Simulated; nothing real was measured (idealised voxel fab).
The following process module bears the name voxel local oxidation.
Square cells of 5 nm make up the cross-section cut, whose width is 280 nm.
This document writes a cross-section as a grid whose cells are square, and gives it as bands, listed from the top down; one or more rows of cells form a band. This entry defines a band. It first specifies the height of the band's top and the height of its bottom in nm, and then specifies the band's materials from left to right, stating each material with its width in nm. The word "full width" identifies a single material that fills the band from edge to edge, while the word "empty" identifies empty space. Heads up on the height convention: 0 is the point under which the incoming wafer is all one material, and the lowest band has no bottom, it just keeps going down, like "from 0 down". The notation "30..40" denotes a width that varies across the rows of cells in the band, beginning at the first number in the top row, finishing at the second number in the bottom row, and changing by an identical amount from each row to the next. "no alterations made" means the step left every cell of the cross-section as it was. If an empty space has no open way to the top and is at least 8 cells in size, "Cavities, sealed" lists it, written width x height at distance, where distance is measured from the left edge and every value is in nm. Past the settings on a step's line: simulator remark, on that step. A step line may carry the setting "overlay nm", which, for steps involving a mask, states the distance by which the mask lay to the right of its intended position; negative values denote displacement to the left.

### Below is the list of planned process steps
step 1: RECEIVE,material Si
step 2: CONFORMAL_DEP,material SiO2,thk nm 5
step 3: CONFORMAL_DEP,material SiN,thk nm 10
step 4: DIRECTIONAL_DEP,material aC,thk nm 15
step 5: PATTERN,tone cover,mask id ACTIVE,material resist,width nm 90,thk nm 35,overlay nm 0
step 6: DIRECTIONAL_ETCH,etch materials aC,depth nm 15
step 7: STRIP,etch materials resist
step 8: DIRECTIONAL_ETCH,etch materials SiN,depth nm 10
step 9: STRIP,etch materials aC
step 10: SELECTIVE_ETCH,etch materials SiO2,depth nm 5
step 11: OXIDIZE,depth nm 15
step 12: STRIP,etch materials SiN

### Here's what the wafer looked like in cross-section when it arrived - that's after step 1
from 0 down  Si full width
Cavities, sealed: none

### Final cross-section, module run with one mistake (start and plan as above)
from 5 to 0  empty: 110 | SiO2: 60 | empty: 110
from 0 to -15  SiO2: 125 | Si: 30 | SiO2: 125
from -15 down  Si full width
Cavities, sealed: none
what went wrong: step 10 ran differently from the plan; actual operation with settings: SELECTIVE_ETCH,etch materials SiO2,depth nm 15
